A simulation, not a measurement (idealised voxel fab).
process module | voxel self aligned vias
We display cut, a cross-section 250 nm in width whose square cells are each 5 nm.
A cross-section in this document is a grid of square cells, and it is written down as bands, the top band listed before the ones below it; a band is made up of one or more rows of cells. This entry defines a band. It first specifies the height of the band's top and the height of its bottom in nm, and then specifies the band's materials from left to right, stating each material with its width in nm. The word "edge to edge" identifies a single material that fills the band from edge to edge, while the word "empty" identifies empty space. Heights are expressed relative to 0, this being the level below which the as-received wafer comprises one material exclusively. The lowest band is unbounded in the downward direction and is denoted as in "0 nm and below". The notation "30..40" denotes a width that varies across the rows of cells in the band, beginning at the first number in the top row, finishing at the second number in the bottom row, and changing by an identical amount from each row to the next. Key: "all unchanged" - step with no changed cell in the cross-section. Entry "Sealed cavities" = empty spaces >= 8 cells with no open way to the top; each as width x height at distance, distance from left edge, all nm. Post-settings text on a step line: simulator's own remark regarding the step. When a step includes a mask, the "overlay nm" setting on its line states how far to the right of its planned place that mask lay, and negative values state how far to the left.

[Listed below are the process steps as planned]
step 1: RECEIVE (material Si)
step 2: CONFORMAL_DEP (material SiO2; thk nm 10)
step 3: CONFORMAL_DEP (material SiCN; thk nm 5)
step 4: DIRECTIONAL_DEP (material lowk; thk nm 30)
step 5: DIRECTIONAL_DEP (material aC; thk nm 10)
step 6: PATTERN (tone open; mask id LINES; material resist; width nm 20; pitch nm 70; thk nm 25; overlay nm 0)
step 7: DIRECTIONAL_ETCH (etch materials aC; depth nm 10)
step 8: STRIP (etch materials resist)
step 9: DIRECTIONAL_ETCH (etch materials lowk; depth nm 30)
step 10: STRIP (etch materials aC)
step 11: CONFORMAL_DEP (material TiN; thk nm 5)
step 12: FILL_DEP (material Ru; thk nm 10)
step 13: CMP (height nm 45)
step 14: SELECTIVE_ETCH (etch materials W Ru TiN; depth nm 10)
step 15: FILL_DEP (material SiN; thk nm 10)
step 16: CMP (height nm 45)
step 17: DIRECTIONAL_DEP (material lowk; thk nm 15)
step 18: DIRECTIONAL_DEP (material aC; thk nm 10)
step 19: PATTERN (tone open; mask id VIAS; material resist; width nm 40; pitch nm 70; thk nm 25; overlay nm 0)
step 20: DIRECTIONAL_ETCH (etch materials aC; depth nm 10)
step 21: STRIP (etch materials resist)
step 22: DIRECTIONAL_ETCH (etch materials lowk; depth nm 15)
step 23: DIRECTIONAL_ETCH (etch materials SiN; depth nm 10)
step 24: STRIP (etch materials aC)
step 25: CONFORMAL_DEP (material TiN; thk nm 5)
step 26: FILL_DEP (material Ru; thk nm 5)
step 27: CMP (height nm 60)
step 28: CONFORMAL_DEP (material SiCN; thk nm 5)

[First of two wafers, processed according to plan]

[So this is the incoming wafer in cross-section - it's already been through step 1]
- 0 nm and below = Si edge to edge
- Sealed cavities: none

[Upon completion of step 2, the wafer appears in cross-section as shown]
- 10 nm to 0 nm = SiO2 edge to edge
- Below a height of 0, the structure has not been altered.

[Upon completion of step 3, the wafer appears in cross-section as shown]
- 15 nm to 10 nm = SiCN edge to edge
- Below a height of 10, the structure has not been altered.

[Upon completion of step 4, the wafer appears in cross-section as shown]
- 45 nm to 15 nm = lowk edge to edge
- Below a height of 15, the structure has not been altered.

[Upon completion of step 5, the wafer appears in cross-section as shown]
- 55 nm to 45 nm = aC edge to edge
- Below a height of 45, the structure has not been altered.

[Upon completion of step 6, the wafer appears in cross-section as shown]
- 80 nm to 55 nm = resist (80), empty (20), resist (50), empty (20), resist (80)
- Below a height of 55, the structure has not been altered.

[Upon completion of step 7, the wafer appears in cross-section as shown]
- 70 nm to 55 nm = resist (80), empty (20), resist (50), empty (20), resist (80)
- 55 nm to 45 nm = aC (80), empty (20), aC (50), empty (20), aC (80)
- Below a height of 45, the structure has not been altered.

[Upon completion of step 8, the wafer appears in cross-section as shown]
- 55 nm to 45 nm = aC (80), empty (20), aC (50), empty (20), aC (80)
- Below a height of 45, the structure has not been altered.

[Upon completion of step 9, the wafer appears in cross-section as shown]
- 55 nm to 45 nm = aC (80), empty (20), aC (50), empty (20), aC (80)
- 45 nm to 15 nm = lowk (80), empty (20), lowk (50), empty (20), lowk (80)
- Below a height of 15, the structure has not been altered.

[Upon completion of step 10, the wafer appears in cross-section as shown]
- 45 nm to 15 nm = lowk (80), empty (20), lowk (50), empty (20), lowk (80)
- Below a height of 15, the structure has not been altered.

[Upon completion of step 11, the wafer appears in cross-section as shown]
- 50 nm to 45 nm = TiN (85), empty (10), TiN (60), empty (10), TiN (85)
- 45 nm to 20 nm = lowk (80), TiN (5), empty (10), TiN (5), lowk (50), TiN (5), empty (10), TiN (5), lowk (80)
- 20 nm to 15 nm = lowk (80), TiN (20), lowk (50), TiN (20), lowk (80)
- Below a height of 15, the structure has not been altered.

[Upon completion of step 12, the wafer appears in cross-section as shown]
- 60 nm to 50 nm = Ru edge to edge
- 50 nm to 45 nm = TiN (85), Ru (10), TiN (60), Ru (10), TiN (85)
- 45 nm to 20 nm = lowk (80), TiN (5), Ru (10), TiN (5), lowk (50), TiN (5), Ru (10), TiN (5), lowk (80)
- Below a height of 20, the structure has not been altered.

[Upon completion of step 13, the wafer appears in cross-section as shown]
- 45 nm to 20 nm = lowk (80), TiN (5), Ru (10), TiN (5), lowk (50), TiN (5), Ru (10), TiN (5), lowk (80)
- Below a height of 20, the structure has not been altered.

[Upon completion of step 14, the wafer appears in cross-section as shown]
- 45 nm to 35 nm = lowk (80), empty (20), lowk (50), empty (20), lowk (80)
- Below a height of 35, the structure has not been altered.

[Upon completion of step 15, the wafer appears in cross-section as shown]
- 55 nm to 45 nm = SiN edge to edge
- 45 nm to 35 nm = lowk (80), SiN (20), lowk (50), SiN (20), lowk (80)
- Below a height of 35, the structure has not been altered.

[Upon completion of step 16, the wafer appears in cross-section as shown]
- 45 nm to 35 nm = lowk (80), SiN (20), lowk (50), SiN (20), lowk (80)
- Below a height of 35, the structure has not been altered.

[Upon completion of step 17, the wafer appears in cross-section as shown]
- 60 nm to 45 nm = lowk edge to edge
- Below a height of 45, the structure has not been altered.

[Upon completion of step 18, the wafer appears in cross-section as shown]
- 70 nm to 60 nm = aC edge to edge
- Below a height of 60, the structure has not been altered.

[Upon completion of step 19, the wafer appears in cross-section as shown]
- 95 nm to 70 nm = resist (70), empty (40), resist (30), empty (40), resist (70)
- Below a height of 70, the structure has not been altered.

[Upon completion of step 20, the wafer appears in cross-section as shown]
- 85 nm to 70 nm = resist (70), empty (40), resist (30), empty (40), resist (70)
- 70 nm to 60 nm = aC (70), empty (40), aC (30), empty (40), aC (70)
- Below a height of 60, the structure has not been altered.

[Upon completion of step 21, the wafer appears in cross-section as shown]
- 70 nm to 60 nm = aC (70), empty (40), aC (30), empty (40), aC (70)
- Below a height of 60, the structure has not been altered.

[Upon completion of step 22, the wafer appears in cross-section as shown]
- 70 nm to 60 nm = aC (70), empty (40), aC (30), empty (40), aC (70)
- 60 nm to 45 nm = lowk (70), empty (40), lowk (30), empty (40), lowk (70)
- Below a height of 45, the structure has not been altered.

[Upon completion of step 23, the wafer appears in cross-section as shown]
- 70 nm to 60 nm = aC (70), empty (40), aC (30), empty (40), aC (70)
- 60 nm to 45 nm = lowk (70), empty (40), lowk (30), empty (40), lowk (70)
- 45 nm to 35 nm = lowk (80), empty (20), lowk (50), empty (20), lowk (80)
- Below a height of 35, the structure has not been altered.

[Upon completion of step 24, the wafer appears in cross-section as shown]
- 60 nm to 45 nm = lowk (70), empty (40), lowk (30), empty (40), lowk (70)
- Below a height of 45, the structure has not been altered.

[Upon completion of step 25, the wafer appears in cross-section as shown]
- 65 nm to 60 nm = TiN (75), empty (30), TiN (40), empty (30), TiN (75)
- 60 nm to 50 nm = lowk (70), TiN (5), empty (30), TiN (5), lowk (30), TiN (5), empty (30), TiN (5), lowk (70)
- 50 nm to 40 nm = lowk (70..80), TiN (15..5), empty (10), TiN (15..5), lowk (30..50), TiN (15..5), empty (10), TiN (15..5), lowk (70..80)
- 40 nm to 35 nm = lowk (80), TiN (20), lowk (50), TiN (20), lowk (80)
- Below a height of 35, the structure has not been altered.

[Upon completion of step 26, the wafer appears in cross-section as shown]
- 70 nm to 65 nm = Ru edge to edge
- 65 nm to 60 nm = TiN (75), Ru (30), TiN (40), Ru (30), TiN (75)
- 60 nm to 50 nm = lowk (70), TiN (5), Ru (30), TiN (5), lowk (30), TiN (5), Ru (30), TiN (5), lowk (70)
- 50 nm to 40 nm = lowk (70..80), TiN (15..5), Ru (10), TiN (15..5), lowk (30..50), TiN (15..5), Ru (10), TiN (15..5), lowk (70..80)
- Below a height of 40, the structure has not been altered.

[Upon completion of step 27, the wafer appears in cross-section as shown]
- 60 nm to 50 nm = lowk (70), TiN (5), Ru (30), TiN (5), lowk (30), TiN (5), Ru (30), TiN (5), lowk (70)
- Below a height of 50, the structure has not been altered.

[Upon completion of step 28, the wafer appears in cross-section as shown]
- 65 nm to 60 nm = SiCN edge to edge
- Below a height of 60, the structure has not been altered.

[The second wafer began exactly as the first did and followed the same plan, but one mistake was made while running it; through step 1 inclusive, the two wafers are identical]

[Second wafer at the planned finish of step 2, seen in cross-section]
- 5 nm to 0 nm = SiCN edge to edge
- Below a height of 0, the structure has not been altered.

[Second wafer at the planned finish of step 3, seen in cross-section]
- 15 nm to 5 nm = SiO2 edge to edge
- Below a height of 5, the structure has not been altered.

[Second wafer at the planned finish of step 4, seen in cross-section]
- 45 nm to 15 nm = lowk edge to edge
- Below a height of 15, the structure has not been altered.

[Second wafer at the planned finish of step 5, seen in cross-section]
- 55 nm to 45 nm = aC edge to edge
- Below a height of 45, the structure has not been altered.

[Second wafer at the planned finish of step 6, seen in cross-section]
- 80 nm to 55 nm = resist (80), empty (20), resist (50), empty (20), resist (80)
- Below a height of 55, the structure has not been altered.

[Second wafer at the planned finish of step 7, seen in cross-section]
- 70 nm to 55 nm = resist (80), empty (20), resist (50), empty (20), resist (80)
- 55 nm to 45 nm = aC (80), empty (20), aC (50), empty (20), aC (80)
- Below a height of 45, the structure has not been altered.

[Second wafer at the planned finish of step 8, seen in cross-section]
- 55 nm to 45 nm = aC (80), empty (20), aC (50), empty (20), aC (80)
- Below a height of 45, the structure has not been altered.

[Second wafer at the planned finish of step 9, seen in cross-section]
- 55 nm to 45 nm = aC (80), empty (20), aC (50), empty (20), aC (80)
- 45 nm to 15 nm = lowk (80), empty (20), lowk (50), empty (20), lowk (80)
- Below a height of 15, the structure has not been altered.

[Second wafer at the planned finish of step 10, seen in cross-section]
- 45 nm to 15 nm = lowk (80), empty (20), lowk (50), empty (20), lowk (80)
- Below a height of 15, the structure has not been altered.

[Second wafer at the planned finish of step 11, seen in cross-section]
- 50 nm to 45 nm = TiN (85), empty (10), TiN (60), empty (10), TiN (85)
- 45 nm to 20 nm = lowk (80), TiN (5), empty (10), TiN (5), lowk (50), TiN (5), empty (10), TiN (5), lowk (80)
- 20 nm to 15 nm = lowk (80), TiN (20), lowk (50), TiN (20), lowk (80)
- Below a height of 15, the structure has not been altered.

[Second wafer at the planned finish of step 12, seen in cross-section]
- 60 nm to 50 nm = Ru edge to edge
- 50 nm to 45 nm = TiN (85), Ru (10), TiN (60), Ru (10), TiN (85)
- 45 nm to 20 nm = lowk (80), TiN (5), Ru (10), TiN (5), lowk (50), TiN (5), Ru (10), TiN (5), lowk (80)
- Below a height of 20, the structure has not been altered.

[Second wafer at the planned finish of step 13, seen in cross-section]
- 45 nm to 20 nm = lowk (80), TiN (5), Ru (10), TiN (5), lowk (50), TiN (5), Ru (10), TiN (5), lowk (80)
- Below a height of 20, the structure has not been altered.

[Second wafer at the planned finish of step 14, seen in cross-section]
- 45 nm to 35 nm = lowk (80), empty (20), lowk (50), empty (20), lowk (80)
- Below a height of 35, the structure has not been altered.

[Second wafer at the planned finish of step 15, seen in cross-section]
- 55 nm to 45 nm = SiN edge to edge
- 45 nm to 35 nm = lowk (80), SiN (20), lowk (50), SiN (20), lowk (80)
- Below a height of 35, the structure has not been altered.

[Second wafer at the planned finish of step 16, seen in cross-section]
- 45 nm to 35 nm = lowk (80), SiN (20), lowk (50), SiN (20), lowk (80)
- Below a height of 35, the structure has not been altered.

[Second wafer at the planned finish of step 17, seen in cross-section]
- 60 nm to 45 nm = lowk edge to edge
- Below a height of 45, the structure has not been altered.

[Second wafer at the planned finish of step 18, seen in cross-section]
- 70 nm to 60 nm = aC edge to edge
- Below a height of 60, the structure has not been altered.

[Second wafer at the planned finish of step 19, seen in cross-section]
- 95 nm to 70 nm = resist (70), empty (40), resist (30), empty (40), resist (70)
- Below a height of 70, the structure has not been altered.

[Second wafer at the planned finish of step 20, seen in cross-section]
- 85 nm to 70 nm = resist (70), empty (40), resist (30), empty (40), resist (70)
- 70 nm to 60 nm = aC (70), empty (40), aC (30), empty (40), aC (70)
- Below a height of 60, the structure has not been altered.

[Second wafer at the planned finish of step 21, seen in cross-section]
- 70 nm to 60 nm = aC (70), empty (40), aC (30), empty (40), aC (70)
- Below a height of 60, the structure has not been altered.

[Second wafer at the planned finish of step 22, seen in cross-section]
- 70 nm to 60 nm = aC (70), empty (40), aC (30), empty (40), aC (70)
- 60 nm to 45 nm = lowk (70), empty (40), lowk (30), empty (40), lowk (70)
- Below a height of 45, the structure has not been altered.

[Second wafer at the planned finish of step 23, seen in cross-section]
- 70 nm to 60 nm = aC (70), empty (40), aC (30), empty (40), aC (70)
- 60 nm to 45 nm = lowk (70), empty (40), lowk (30), empty (40), lowk (70)
- 45 nm to 35 nm = lowk (80), empty (20), lowk (50), empty (20), lowk (80)
- Below a height of 35, the structure has not been altered.

[Second wafer at the planned finish of step 24, seen in cross-section]
- 60 nm to 45 nm = lowk (70), empty (40), lowk (30), empty (40), lowk (70)
- Below a height of 45, the structure has not been altered.

[Second wafer at the planned finish of step 25, seen in cross-section]
- 65 nm to 60 nm = TiN (75), empty (30), TiN (40), empty (30), TiN (75)
- 60 nm to 50 nm = lowk (70), TiN (5), empty (30), TiN (5), lowk (30), TiN (5), empty (30), TiN (5), lowk (70)
- 50 nm to 40 nm = lowk (70..80), TiN (15..5), empty (10), TiN (15..5), lowk (30..50), TiN (15..5), empty (10), TiN (15..5), lowk (70..80)
- 40 nm to 35 nm = lowk (80), TiN (20), lowk (50), TiN (20), lowk (80)
- Below a height of 35, the structure has not been altered.

[Second wafer at the planned finish of step 26, seen in cross-section]
- 70 nm to 65 nm = Ru edge to edge
- 65 nm to 60 nm = TiN (75), Ru (30), TiN (40), Ru (30), TiN (75)
- 60 nm to 50 nm = lowk (70), TiN (5), Ru (30), TiN (5), lowk (30), TiN (5), Ru (30), TiN (5), lowk (70)
- 50 nm to 40 nm = lowk (70..80), TiN (15..5), Ru (10), TiN (15..5), lowk (30..50), TiN (15..5), Ru (10), TiN (15..5), lowk (70..80)
- Below a height of 40, the structure has not been altered.

[Second wafer at the planned finish of step 27, seen in cross-section]
- 60 nm to 50 nm = lowk (70), TiN (5), Ru (30), TiN (5), lowk (30), TiN (5), Ru (30), TiN (5), lowk (70)
- Below a height of 50, the structure has not been altered.

[Second wafer at the planned finish of step 28, seen in cross-section]
- 65 nm to 60 nm = SiCN edge to edge
- Below a height of 60, the structure has not been altered.
Plan not followed: steps 2 and 3 of the plan were each performed in the slot designated for the other
Final state: per-material cell counts identical on both wafers; locations differ.
